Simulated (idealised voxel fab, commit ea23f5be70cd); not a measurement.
You're looking at the process module voxel wiring stack.
For reference, the cross-section in this document is cut, with width 270 nm and square cells of 5 nm.
Format of a cross-section: grid, square cells. Given as bands. Order: top down. Band: one or more rows of cells. The band entry comprises the height of the band's top followed by the height of its bottom, expressed in nm, and subsequently the band's materials from left to right, each stated together with its width in nm. Where a single material is marked with the word "all across", that material fills the band from edge to edge. The word "empty" represents empty space. Height 0 is the level under which the wafer as received is all one material. The lowest band goes on downwards, as in "0 down". Width spec "30->40" -> top row of cells at first value, bottom row at second value, equal per-row change in between. Basically "same as before" means that step didn't change any cell in the cross-section. "Enclosed internal cavities" - sealed voids, min. 8 cells, no opening to top; format: width x height at distance (distance from left edge; nm throughout). It should be noted that, on the line of a given step, the content following the step's settings is a remark produced by the simulator itself with respect to that step. "overlay nm", when on a step's line for a step with a mask, measures how far to the right of its planned place the mask lay; a negative measure means to the left.

### Process steps (planned)
1. RECEIVE (material Si)
2. CONFORMAL_DEP (material SiO2; thk nm 10)
3. DIRECTIONAL_DEP (material TiN; thk nm 5)
4. DIRECTIONAL_DEP (material Ru; thk nm 25)
5. DIRECTIONAL_DEP (material aC; thk nm 10)
6. PATTERN (tone cover; mask id METAL_1; material resist; width nm 20; pitch nm 45; thk nm 25; overlay nm 0)
7. DIRECTIONAL_ETCH (etch materials aC; depth nm 10)
8. STRIP (etch materials resist)
9. DIRECTIONAL_ETCH (etch materials Ru; depth nm 25)
10. DIRECTIONAL_ETCH (etch materials TiN; depth nm 5)
11. STRIP (etch materials aC)
12. CONFORMAL_DEP (material SiCN; thk nm 5)
13. FILL_DEP (material SiO2; thk nm 10)
14. CMP (height nm 40)
15. CONFORMAL_DEP (material SiCN; thk nm 5)
16. DIRECTIONAL_DEP (material lowk; thk nm 10)
17. PATTERN (tone open; mask id PLUG_1; material resist; width nm 15; pitch nm 90; thk nm 20; overlay nm 0)
18. DIRECTIONAL_ETCH (etch materials lowk; depth nm 10)
19. DIRECTIONAL_ETCH (etch materials SiCN; depth nm 5)
20. STRIP (etch materials resist)
21. CONFORMAL_DEP (material TiN; thk nm 5)
22. FILL_DEP (material Ru; thk nm 10)
23. CMP (height nm 55)
24. CONFORMAL_DEP (material SiCN; thk nm 5)
25. DIRECTIONAL_DEP (material lowk; thk nm 20)
26. PATTERN (tone open; mask id METAL_2; material resist; width nm 20; pitch nm 45; thk nm 15; overlay nm 0)
27. DIRECTIONAL_ETCH (etch materials lowk; depth nm 20)
28. DIRECTIONAL_ETCH (etch materials SiCN; depth nm 5)
29. STRIP (etch materials resist)
30. CONFORMAL_DEP (material TiN; thk nm 5)
31. FILL_DEP (material W; thk nm 10)
32. CMP (height nm 80)
33. CONFORMAL_DEP (material SiCN; thk nm 5)
34. DIRECTIONAL_DEP (material lowk; thk nm 30)
35. DIRECTIONAL_DEP (material aC; thk nm 10)
36. PATTERN (tone open; mask id METAL_3; material resist; width nm 20; pitch nm 45; thk nm 30; overlay nm 0)
37. DIRECTIONAL_ETCH (etch materials aC; depth nm 10)
38. STRIP (etch materials resist)
39. DIRECTIONAL_ETCH (etch materials lowk; depth nm 20)
40. STRIP (etch materials aC)
41. DIRECTIONAL_DEP (material aC; thk nm 10)
42. PATTERN (tone open; mask id METAL_3_HOLES; material resist; width nm 15; pitch nm 90; thk nm 30; overlay nm 0)
43. DIRECTIONAL_ETCH (etch materials aC; depth nm 10)
44. STRIP (etch materials resist)
45. DIRECTIONAL_ETCH (etch materials lowk; depth nm 10)
46. DIRECTIONAL_ETCH (etch materials SiCN; depth nm 5)
47. STRIP (etch materials aC)
48. CONFORMAL_DEP (material TiN; thk nm 5)
49. FILL_DEP (material Ru; thk nm 10)
50. CMP (height nm 115)
51. CONFORMAL_DEP (material SiCN; thk nm 5)
52. DIRECTIONAL_DEP (material SiO2; thk nm 10)
53. DIRECTIONAL_DEP (material aC; thk nm 15)
54. PATTERN (tone open; mask id PLUG_3; material resist; width nm 15; pitch nm 45; thk nm 35; overlay nm 0)
55. DIRECTIONAL_ETCH (etch materials aC; depth nm 15)
56. STRIP (etch materials resist)
57. DIRECTIONAL_ETCH (etch materials SiO2; depth nm 10)
58. DIRECTIONAL_ETCH (etch materials SiCN; depth nm 5)
59. STRIP (etch materials aC)
60. EPI (material Ru; thk nm 10)
61. EPI (material Ru; thk nm 5)
62. CONFORMAL_DEP (material SiCN; thk nm 5)
63. DIRECTIONAL_DEP (material SiO2; thk nm 20)
64. PATTERN (tone open; mask id METAL_4; material resist; width nm 20; pitch nm 45; thk nm 20; overlay nm 0)
65. DIRECTIONAL_ETCH (etch materials SiO2; depth nm 20)
66. DIRECTIONAL_ETCH (etch materials SiCN; depth nm 5)
67. STRIP (etch materials resist)
68. CONFORMAL_DEP (material TiN; thk nm 5)
69. FILL_DEP (material W; thk nm 5)
70. CMP (height nm 155)
71. CONFORMAL_DEP (material SiCN; thk nm 5)
Where the wafers of this document differ is in the width nm of step 42; they start out the same, and the plan states the value that applied to the first wafer.

### Cross-section of the first of several wafers on receipt, reflecting completion of step 1
* 0 down | Si all across
* Enclosed internal cavities: none

### Where each wafer stands at the end of the module, a row apiece: cells of each material gained (+) or lost (-) since it was received, then closed voids
width nm 15; +150 Ru; +346 SiCN; +494 SiO2; +178 TiN; +64 W; +496 lowk; Enclosed internal cavities: none
width nm 20; +156 Ru; +344 SiCN; +494 SiO2; +178 TiN; +64 W; +492 lowk; Enclosed internal cavities: none
width nm 25; +158 Ru; +344 SiCN; +494 SiO2; +180 TiN; +64 W; +488 lowk; Enclosed internal cavities: none
width nm 30; +160 Ru; +344 SiCN; +494 SiO2; +182 TiN; +64 W; +484 lowk; Enclosed internal cavities: none
